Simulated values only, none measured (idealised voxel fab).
This section sets out a process module, namely voxel self aligned vias.
Section shown: cut. Width: 245 nm. Cell size: 5 nm, square.
Cross-section format: a grid of square cells, given as bands from top to bottom; each band is one or more rows of cells.
This entry defines a band. It first specifies the height of the band's top and the height of its bottom in nm, and then specifies the band's materials from left to right, stating each material with its width in nm. The word "full width" identifies a single material that fills the band from edge to edge, while the word "empty" identifies empty space.
The level at which height equals 0 is the one under which the wafer, as it arrives, is entirely one material. No lower edge exists for the bottom band, which continues downward and is notated as in "0 -> down".
The width entry "30->40" should be interpreted row by row: the top row of cells in the band takes the first number, the bottom row takes the second number, and the change between adjacent rows is uniform throughout.
Step marked "no change"? Then no cell in the cross-section changed in it.
Under "Unvented voids" you'll find the enclosed gaps, the ones with no way out to the top, that are 8 cells or bigger; each reads width x height at distance, with distance counted from the left edge, everything in nm.
Formally, on a step line, whatever follows the settings is a remark that the simulator itself makes on the step.
"overlay nm" on a masked step: distance the mask lay right of its planned place, negative for left.

### Planned step list for the process
1 RECEIVE (material Si)
2 CONFORMAL_DEP (material SiO2; thk nm 15)
3 CONFORMAL_DEP (material SiCN; thk nm 5)
4 DIRECTIONAL_DEP (material SiO2; thk nm 20)
5 MASKED_ETCH (tone open; mask id LINES; width nm 25; pitch nm 60; etch materials SiO2; depth nm 20; overlay nm 0)
6 CONFORMAL_DEP (material TiN; thk nm 5)
7 FILL_DEP (material W; thk nm 10)
8 CMP (height nm 40)
9 SELECTIVE_ETCH (etch materials W Ru TiN; depth nm 10)
10 FILL_DEP (material SiN; thk nm 5)
11 CMP (height nm 40)
12 DIRECTIONAL_DEP (material SiO2; thk nm 15)
13 MASKED_ETCH (tone open; mask id VIAS; width nm 45; pitch nm 60; etch materials SiO2; depth nm 15; overlay nm 0)
14 MASKED_ETCH (tone open; mask id VIAS; width nm 45; pitch nm 60; etch materials SiN; depth nm 10; overlay nm 0)
15 CONFORMAL_DEP (material TiN; thk nm 5)
16 FILL_DEP (material Cu; thk nm 10)
17 CMP (height nm 55)
18 CONFORMAL_DEP (material SiCN; thk nm 5)

### Step 1 complete: cross-section of the wafer as received
- 0 -> down = Si full width
- Unvented voids: none

### Final wafer profile in cross-section after the module, from the same start and plan as above, with one mistake made during processing
- 60 -> 55 = SiCN full width
- 55 -> 45 = Cu 65, TiN 5, SiO2 45, TiN 5, Cu 5, TiN 5, SiO2 45, TiN 5, Cu 65
- 45 -> 40 = TiN 70, SiO2 45, TiN 15, SiO2 45, TiN 70
- 40 -> 30 = SiO2 80, SiN 25, SiO2 35, SiN 25, SiO2 80
- 30 -> 25 = SiO2 80, TiN 5, W 15, TiN 5, SiO2 35, TiN 5, W 15, TiN 5, SiO2 80
- 25 -> 20 = SiO2 80, TiN 25, SiO2 35, TiN 25, SiO2 80
- 20 -> 15 = SiCN full width
- 15 -> 0 = SiO2 full width
- 0 -> down = Si full width
- Unvented voids: none
So what did we get wrong on this run? the process deviated at step 13: the operation and settings actually run there were MASKED_ETCH (tone cover; mask id VIAS; width nm 45; pitch nm 60; etch materials SiO2; depth nm 15; overlay nm 0)
